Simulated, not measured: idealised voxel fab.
The document below concerns the process module designated voxel lift off.
We display cut, a cross-section 275 nm in width whose square cells are each 5 nm.
Each cross-section below is a grid of square cells, stated as bands in top-down order, with one or more rows of cells making up each band.
Basically the band line says how high the top is and how high the bottom is, in nm, and then what's in it from left to right, every material with its width in nm. Empty space shows up as "air", and if a single material carries "edge to edge" it runs the full band edge to edge.
Ref level 0: as-received wafer is one material below here. Bottom band extends down with no lower bound ("0..down").
The two numbers in a width such as "30->40" mark its ends across the band: the first belongs to the top row of cells, the second to the bottom row, and from each row to the next the width moves by the same amount.
The designation "same as before", where it is given for a processing step, indicates that no cell of the cross-section was altered in the course of that step.
Each empty space that has no open way to the top and spans at least 8 cells appears under "Trapped void list" as width x height at distance, the distance counted from the left edge, all in nm.
Anything after a step's settings on that line? It's the simulator's own note about the step.
The line of a step may include "overlay nm". On a step with a mask, this value is how far to the right of its planned place the mask lay. A negative value means the mask lay to the left.

-- This section lists the process steps that were planned
- 1: op RECEIVE | material Si
- 2: op CONFORMAL_DEP | material SiO2 | thk nm 15
- 3: op PATTERN | tone open | mask id LINES | material resist | width nm 30 | pitch nm 60 | thk nm 20 | overlay nm 0
- 4: op DIRECTIONAL_DEP | material Ru | thk nm 5
- 5: op STRIP | etch materials resist
- 6: op CONFORMAL_DEP | material SiCN | thk nm 5

-- Wafer cross-section on receipt, i.e. after step 1
> 0..down: Si edge to edge
> Trapped void list: none

-- The first of two wafers, cross-sectioned at the end of the module, with the run proceeding as planned
> 25..20: air (85)  SiCN (40)  air (20)  SiCN (40)  air (90)
> 20..15: SiCN (90)  Ru (30)  SiCN (30)  Ru (30)  SiCN (95)
> 15..0: SiO2 edge to edge
> 0..down: Si edge to edge
> Trapped void list: none

-- Module end: cross-section of wafer two of two. Same start and process plan as the first wafer. One mistake during execution
> 20..15: SiCN edge to edge
> 15..0: SiO2 edge to edge
> 0..down: Si edge to edge
> Trapped void list: none
What broke from the plan during processing? execution of step 4 of the plan did not take place, the step having been omitted
Upon completion, the second wafer contains, in terms of cells, a greater or smaller amount of certain materials than the first wafer: 12 fewer of Ru, 4 fewer of SiCN
